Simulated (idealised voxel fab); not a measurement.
A process module follows: voxel transistor to metal.
Section shown: cut. Width: 185 nm. Cell size: 5 nm, square.
Bands, listed from the top down, are how a cross-section gets written in this document; the cross-section itself is a grid of square cells, and a band is one or more rows of them. The band entry comprises the height of the band's top followed by the height of its bottom, expressed in nm, and subsequently the band's materials from left to right, each stated together with its width in nm. Where a single material is marked with the word "throughout", that material fills the band from edge to edge. The word "empty" represents empty space. Heights are expressed relative to 0, this being the level below which the as-received wafer comprises one material exclusively. The lowest band is unbounded in the downward direction and is denoted as in "z 0 and below". The width entry "30..40" should be interpreted row by row: the top row of cells in the band takes the first number, the bottom row takes the second number, and the change between adjacent rows is uniform throughout. What does "remains unaltered" mean for a step? It means no cell of the cross-section changed in that step. Closed-off voids of 8+ cells (no open route to the top) go in "Encapsulated voids", written width x height at distance from the left edge, in nm. after a step's settings: what the simulator itself notes on the step. For masked steps, "overlay nm" on the step line gives how far right of plan the mask actually lay; a minus sign means it lay to the left.

# Process steps foreseen in the plan
1,RECEIVE | material Si
2,CONFORMAL_DEP | material SiO2 | thk nm 5
3,CONFORMAL_DEP | material SiN | thk nm 10
4,PATTERN | tone cover | mask id ACTIVE | material resist | width nm 95 | thk nm 20 | overlay nm 0
5,DIRECTIONAL_ETCH | etch materials SiN | depth nm 10
6,DIRECTIONAL_ETCH | etch materials SiO2 | depth nm 5
7,DIRECTIONAL_ETCH | etch materials Si | depth nm 35
8,STRIP | etch materials resist
9,FILL_DEP | material SiO2 | thk nm 5
10,CMP | height nm 15
11,SELECTIVE_ETCH | etch materials SiO2 | depth nm 10
12,STRIP | etch materials SiN
13,SELECTIVE_ETCH | etch materials SiO2 | depth nm 5
14,OXIDIZE | depth nm 5
15,DIRECTIONAL_DEP | material polySi | thk nm 25
16,DIRECTIONAL_DEP | material SiCN | thk nm 10
17,DIRECTIONAL_DEP | material aC | thk nm 10
18,PATTERN | tone cover | mask id GATE | material resist | width nm 25 | thk nm 30 | overlay nm 0
19,DIRECTIONAL_ETCH | etch materials aC | depth nm 10
20,STRIP | etch materials resist
21,DIRECTIONAL_ETCH | etch materials SiCN | depth nm 20
22,DIRECTIONAL_ETCH | etch materials polySi | depth nm 35
23,STRIP | etch materials aC
24,CONFORMAL_DEP | material SiN | thk nm 5
25,DIRECTIONAL_ETCH | etch materials SiN | depth nm 5
26,DIRECTIONAL_ETCH | etch materials SiO2 | depth nm 5
27,DIRECTIONAL_ETCH | etch materials Si | depth nm 10
28,EPI | material pSi | thk nm 10
29,FILL_DEP | material SiO2 | thk nm 10
30,CMP | height nm 25
31,STRIP | etch materials polySi
32,SELECTIVE_ETCH | etch materials SiO2 | depth nm 5
33,CONFORMAL_DEP | material HfO2 | thk nm 5
34,CONFORMAL_DEP | material TiN | thk nm 5
35,FILL_DEP | material W | thk nm 5
36,CMP | height nm 20
37,DIRECTIONAL_DEP | material SiO2 | thk nm 10
38,PATTERN | tone open | mask id CONTACT | material resist | width nm 15 | pitch nm 70 | thk nm 15 | overlay nm 0
39,DIRECTIONAL_ETCH | etch materials SiO2 | depth nm 35
40,STRIP | etch materials resist
41,CONFORMAL_DEP | material TiN | thk nm 5
42,FILL_DEP | material Ru | thk nm 5
43,CMP | height nm 30
44,CONFORMAL_DEP | material SiN | thk nm 5
45,DIRECTIONAL_DEP | material SiO2 | thk nm 15
46,PATTERN | tone open | mask id METAL_1 | material resist | width nm 15 | pitch nm 70 | thk nm 20 | overlay nm 0
47,DIRECTIONAL_ETCH | etch materials SiO2 | depth nm 15
48,DIRECTIONAL_ETCH | etch materials SiN | depth nm 5
49,STRIP | etch materials resist
50,CONFORMAL_DEP | material TiN | thk nm 5
51,FILL_DEP | material Cu | thk nm 5
52,CMP | height nm 50
53,EPI | material Ru | thk nm 5
54,FILL_DEP | material SiCN | thk nm 5
55,DIRECTIONAL_DEP | material lowk | thk nm 30
56,MASKED_ETCH | tone open | mask id METAL_2 | width nm 15 | pitch nm 70 | etch materials lowk | depth nm 20 | overlay nm 0
57,MASKED_ETCH | tone open | mask id METAL_2_HOLES | width nm 15 | pitch nm 70 | etch materials lowk | depth nm 10 | overlay nm 0
58,MASKED_ETCH | tone open | mask id METAL_2_HOLES | width nm 15 | pitch nm 70 | etch materials SiCN | depth nm 5 | overlay nm 0
59,CONFORMAL_DEP | material TiN | thk nm 5
60,FILL_DEP | material Cu | thk nm 5
61,CMP | height nm 90
62,CONFORMAL_DEP | material SiN | thk nm 5

# Cross-section of the wafer at receipt, which is the condition after step 1
> z 0 and below | Si throughout
> Encapsulated voids: none

# End-of-module XS, first of two wafers, run as planned
> z 95 to 90 | SiN throughout
> z 90 to 60 | lowk=50, TiN=5, Cu=5, TiN=5, lowk=55, TiN=5, Cu=5, TiN=5, lowk=50
> z 60 to 55 | SiCN=50, TiN=15, SiCN=55, TiN=15, SiCN=50
> z 55 to 50 | SiCN=45, Ru=25, SiCN=45, Ru=25, SiCN=45
> z 50 to 35 | SiO2=50, TiN=5, Cu=5, TiN=5, SiO2=55, TiN=5, Cu=5, TiN=5, SiO2=50
> z 35 to 30 | SiN=50, TiN=15, SiN=55, TiN=15, SiN=50
> z 30 to 20 | SiO2=50, TiN=5, Ru=5, TiN=5, SiO2=55, TiN=5, Ru=5, TiN=5, SiO2=50
> z 20 to 5 | SiO2=50, TiN=5, Ru=5, TiN=5, SiO2=10, SiN=5, HfO2=5, TiN=5, W=5, TiN=5, HfO2=5, SiN=5, SiO2=10, TiN=5, Ru=5, TiN=5, SiO2=50
> z 5 to 0 | SiO2=50, TiN=5, Ru=5, TiN=5, pSi=10, SiN=5, HfO2=5, TiN=15, HfO2=5, SiN=5, pSi=10, TiN=5, Ru=5, TiN=5, SiO2=50
> z 0 to -5 | SiO2=50, TiN=15, pSi=10, HfO2=35, pSi=10, TiN=15, SiO2=50
> z -5 to -15 | SiO2=45, pSi=30, Si=35, pSi=30, SiO2=45
> z -15 to -35 | SiO2=45, Si=95, SiO2=45
> z -35 and below | Si throughout
> Encapsulated voids: none

# Wafer two (of two), end-of-module cross-section: start = wafer one, plan = wafer one, one run mistake
> z 95 to 90 | SiN throughout
> z 90 to 60 | lowk=50, TiN=5, Cu=5, TiN=5, lowk=55, TiN=5, Cu=5, TiN=5, lowk=50
> z 60 to 55 | SiCN=50, TiN=15, SiCN=55, TiN=15, SiCN=50
> z 55 to 50 | SiCN=45, Ru=25, SiCN=45, Ru=25, SiCN=45
> z 50 to 45 | SiN=50, TiN=15, SiN=55, TiN=15, SiN=50
> z 45 to 30 | SiO2 throughout
> z 30 to 20 | SiO2=50, TiN=5, Ru=5, TiN=5, SiO2=55, TiN=5, Ru=5, TiN=5, SiO2=50
> z 20 to 5 | SiO2=50, TiN=5, Ru=5, TiN=5, SiO2=10, SiN=5, HfO2=5, TiN=5, W=5, TiN=5, HfO2=5, SiN=5, SiO2=10, TiN=5, Ru=5, TiN=5, SiO2=50
> z 5 to 0 | SiO2=50, TiN=5, Ru=5, TiN=5, pSi=10, SiN=5, HfO2=5, TiN=15, HfO2=5, SiN=5, pSi=10, TiN=5, Ru=5, TiN=5, SiO2=50
> z 0 to -5 | SiO2=50, TiN=15, pSi=10, HfO2=35, pSi=10, TiN=15, SiO2=50
> z -5 to -15 | SiO2=45, pSi=30, Si=35, pSi=30, SiO2=45
> z -15 to -35 | SiO2=45, Si=95, SiO2=45
> z -35 and below | Si throughout
> Encapsulated voids: none
Short version of what went wrong: steps 44 and 45 traded places in the executed sequence
Final wafer comparison in cells, second versus first, more or fewer per material: 6 fewer of Cu; 18 more of SiO2; 12 fewer of TiN
